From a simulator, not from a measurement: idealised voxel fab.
process module | voxel transistor to metal
cross-section cut | 215 nm wide | cells 5 nm
A cross-section is a grid of square cells, given in bands from the top down. A band is one or more rows of cells.
Each band's line starts with the height of the band's top and of its bottom, in nm. Then come its materials from left to right, each with its width in nm. One material with "throughout" fills the band from edge to edge. "air" is empty space.
Height 0 is the level under which the wafer as received is all one material. The lowest band goes on downwards, as in "0 down".
A width such as "30 to 40" changes by the same amount from each row of cells to the next, from the band's top row to its bottom row.
"no change" after a step means that no cell of the cross-section changed.
closed voids: empty space of 8 cells or more with no open way to the top, each as width x height at its distance from the left edge, in nm
after a step's settings: what the simulator itself notes on the step
overlay nm, on a step with a mask: how far to the right of its planned place the mask lay; to the left if negative
plan
1 op RECEIVE | material Si
2 op CONFORMAL_DEP | material SiO2 | thk nm 5
3 op CONFORMAL_DEP | material SiN | thk nm 15
4 op DIRECTIONAL_DEP | material aC | thk nm 15
5 op PATTERN | tone cover | mask id ACTIVE | material resist | width nm 120 | thk nm 35 | overlay nm 0
6 op DIRECTIONAL_ETCH | etch materials aC | depth nm 15
7 op STRIP | etch materials resist
8 op DIRECTIONAL_ETCH | etch materials SiN | depth nm 15
9 op DIRECTIONAL_ETCH | etch materials SiO2 | depth nm 5
10 op DIRECTIONAL_ETCH | etch materials Si | depth nm 20
11 op STRIP | etch materials aC
12 op OXIDIZE | depth nm 5
13 op FILL_DEP | material SiO2 | thk nm 15
14 op CMP | height nm 20
15 op SELECTIVE_ETCH | etch materials SiO2 | depth nm 10
16 op STRIP | etch materials SiN
17 op SELECTIVE_ETCH | etch materials SiO2 | depth nm 5
18 op OXIDIZE | depth nm 5
19 op DIRECTIONAL_DEP | material polySi | thk nm 25
20 op DIRECTIONAL_DEP | material SiCN | thk nm 10
21 op MASKED_ETCH | tone cover | mask id GATE | width nm 30 | etch materials SiCN | depth nm 20 | overlay nm 0
22 op MASKED_ETCH | tone cover | mask id GATE | width nm 30 | etch materials polySi | depth nm 35 | overlay nm 0
23 op CONFORMAL_DEP | material SiO2 | thk nm 5
24 op DIRECTIONAL_ETCH | etch materials SiO2 | depth nm 5
25 op CONFORMAL_DEP | material SiN | thk nm 10
26 op DIRECTIONAL_ETCH | etch materials SiN | depth nm 10
27 op DIRECTIONAL_ETCH | etch materials SiO2 | depth nm 5
28 op EPI | material nSi | thk nm 5
29 op FILL_DEP | material SiO2 | thk nm 10
30 op CMP | height nm 25
31 op STRIP | etch materials polySi
32 op SELECTIVE_ETCH | etch materials SiO2 | depth nm 5
33 op CONFORMAL_DEP | material HfO2 | thk nm 5
34 op CONFORMAL_DEP | material TiN | thk nm 5
35 op FILL_DEP | material W | thk nm 10
36 op CMP | height nm 20
37 op DIRECTIONAL_DEP | material SiO2 | thk nm 10
38 op PATTERN | tone open | mask id CONTACT | material resist | width nm 20 | pitch nm 90 | thk nm 20 | overlay nm 0
39 op DIRECTIONAL_ETCH | etch materials SiO2 | depth nm 30
40 op STRIP | etch materials resist
41 op CONFORMAL_DEP | material TiN | thk nm 5
42 op FILL_DEP | material Ru | thk nm 5
43 op CMP | height nm 30
44 op DIRECTIONAL_DEP | material TiN | thk nm 5
45 op DIRECTIONAL_DEP | material Ru | thk nm 15
46 op PATTERN | tone cover | mask id METAL_1 | material resist | width nm 20 | pitch nm 90 | thk nm 20 | overlay nm 0
47 op DIRECTIONAL_ETCH | etch materials Ru | depth nm 15
48 op DIRECTIONAL_ETCH | etch materials TiN | depth nm 5
49 op STRIP | etch materials resist
50 op CONFORMAL_DEP | material SiCN | thk nm 5
51 op FILL_DEP | material SiO2 | thk nm 5
52 op CMP | height nm 50
53 op CONFORMAL_DEP | material SiN | thk nm 5
as received, after step 1
  0 down: Si throughout
  closed voids: none
a wafer at the end: this start, this plan, one mistake
  55 to 50: SiN throughout
  50 to 35: SiO2 45 | SiCN 5 | Ru 20 | SiCN 5 | SiO2 60 | SiCN 5 | Ru 20 | SiCN 5 | SiO2 50
  35 to 30: SiCN 50 | TiN 20 | SiCN 70 | TiN 20 | SiCN 55
  30 to 25: Ru 45 | TiN 5 | SiO2 20 | TiN 5 | Ru 60 | TiN 5 | SiO2 20 | TiN 5 | Ru 50
  25 to 20: Ru 45 | TiN 5 | SiO2 20 | TiN 70 | SiO2 20 | TiN 5 | Ru 50
  20 to 10: Ru 45 | TiN 5 | SiO2 20 | TiN 5 | SiN 10 | HfO2 5 | TiN 5 | W 20 | TiN 5 | HfO2 5 | SiN 10 | TiN 5 | SiO2 20 | TiN 5 | Ru 50
  10 to 5: Ru 40 | TiN 10 | SiO2 20 | TiN 5 | SiN 10 | HfO2 5 | TiN 5 | W 20 | TiN 5 | HfO2 5 | SiN 10 | TiN 5 | SiO2 20 | TiN 10 | Ru 45
  5 to 0: TiN 45 | SiN 10 | SiO2 15 | TiN 5 | SiN 10 | HfO2 5 | TiN 30 | HfO2 5 | SiN 10 | TiN 5 | SiO2 15 | SiN 10 | TiN 50
  0 to -5: SiO2 55 | nSi 20 | SiO2 10 | HfO2 40 | SiO2 10 | nSi 20 | SiO2 60
  -5 to -25: SiO2 50 | Si 110 | SiO2 55
  -25 down: Si throughout
  closed voids: none
what went wrong: step 38 ran as: op PATTERN | tone cover | mask id CONTACT | material resist | width nm 20 | pitch nm 90 | thk nm 20 | overlay nm 0
